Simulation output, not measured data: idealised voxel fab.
Proc. module: voxel ribs on slabs
Pictured: cross-section cut, 155 nm wide, on a grid of 5 nm square cells.
Cross-section format: a grid of square cells, given as bands from top to bottom; each band is one or more rows of cells. Read a band's entry like this: the first values are the height of its top and the height of its bottom in nm, and what follows is the sequence of materials from left to right, each with its width in nm. Note that "blank" is empty space, and that a single material marked "everywhere" reaches across the band from edge to edge. Height is counted from the level 0, under which the received wafer is composed throughout of one material. The lowest of the bands is not closed at the bottom but continues downward, in the notation "0 and below". Think of "30..40" as a width that walks from the first number to the second as you go down the band, top row to bottom row, taking equal-sized steps from row to row. "remains unaltered" -> step changed no cross-section cell. "Sealed-off cavities" contains a list of empty spaces, each no smaller than 8 cells and without an open way to the top, written in the form width x height at distance with the distance from the left edge and all three in nm. Read whatever lies past the settings on a step's line as the simulator's own remark about the step. On any step carrying a mask, the "overlay nm" setting, if present on the step's line, tells how far right of its planned place the mask lay; negative values point to the left.

THE STEPS PLANNED FOR THE PROCESS ARE AS FOLLOWS
1 RECEIVE [material Si]
2 DIRECTIONAL_DEP [material SiO2] [thk nm 20]
3 DIRECTIONAL_DEP [material polySi] [thk nm 25]
4 MASKED_ETCH [tone cover] [mask id RIB] [width nm 30] [etch materials polySi] [depth nm 20] [overlay nm 0]
5 DIRECTIONAL_DEP [material aC] [thk nm 15]
6 PATTERN [tone cover] [mask id SLAB] [material resist] [width nm 60] [thk nm 35] [overlay nm 0]
7 DIRECTIONAL_ETCH [etch materials aC] [depth nm 15]
8 STRIP [etch materials resist]
9 DIRECTIONAL_ETCH [etch materials polySi] [depth nm 5]
10 STRIP [etch materials aC]
11 FILL_DEP [material SiO2] [thk nm 20]
12 CMP [height nm 60]
13 DIRECTIONAL_DEP [material W] [thk nm 10]
14 PATTERN [tone cover] [mask id HEATER] [material resist] [width nm 40] [thk nm 15] [overlay nm -15]
15 DIRECTIONAL_ETCH [etch materials W] [depth nm 10]
16 STRIP [etch materials resist]
17 CONFORMAL_DEP [material SiO2] [thk nm 10]
The value of overlay nm given for step 14 in the plan refers to the first wafer; the wafers vary in this setting and are alike at the start.

SECTIONAL VIEW: FIRST OF SEVERAL WAFERS, AS RECEIVED, AFTER STEP 1
	0 and below: Si everywhere
	Sealed-off cavities: none

BELOW: A ROW PER WAFER. CONTENTS AT END OF MODULE: FOR EVERY MATERIAL, CELLS GAINED SINCE RECEIPT (+) OR LOST SINCE RECEIPT (-); THEN CLOSED VOIDS
overlay nm -15; +406 SiO2; +16 W; +36 polySi; Sealed-off cavities: none
overlay nm -10; +406 SiO2; +16 W; +36 polySi; Sealed-off cavities: none
overlay nm -5; +406 SiO2; +16 W; +36 polySi; Sealed-off cavities: none
overlay nm 0; +406 SiO2; +16 W; +36 polySi; Sealed-off cavities: none
overlay nm 5; +406 SiO2; +16 W; +36 polySi; Sealed-off cavities: none
overlay nm 10; +406 SiO2; +16 W; +36 polySi; Sealed-off cavities: none
overlay nm 15; +406 SiO2; +16 W; +36 polySi; Sealed-off cavities: none
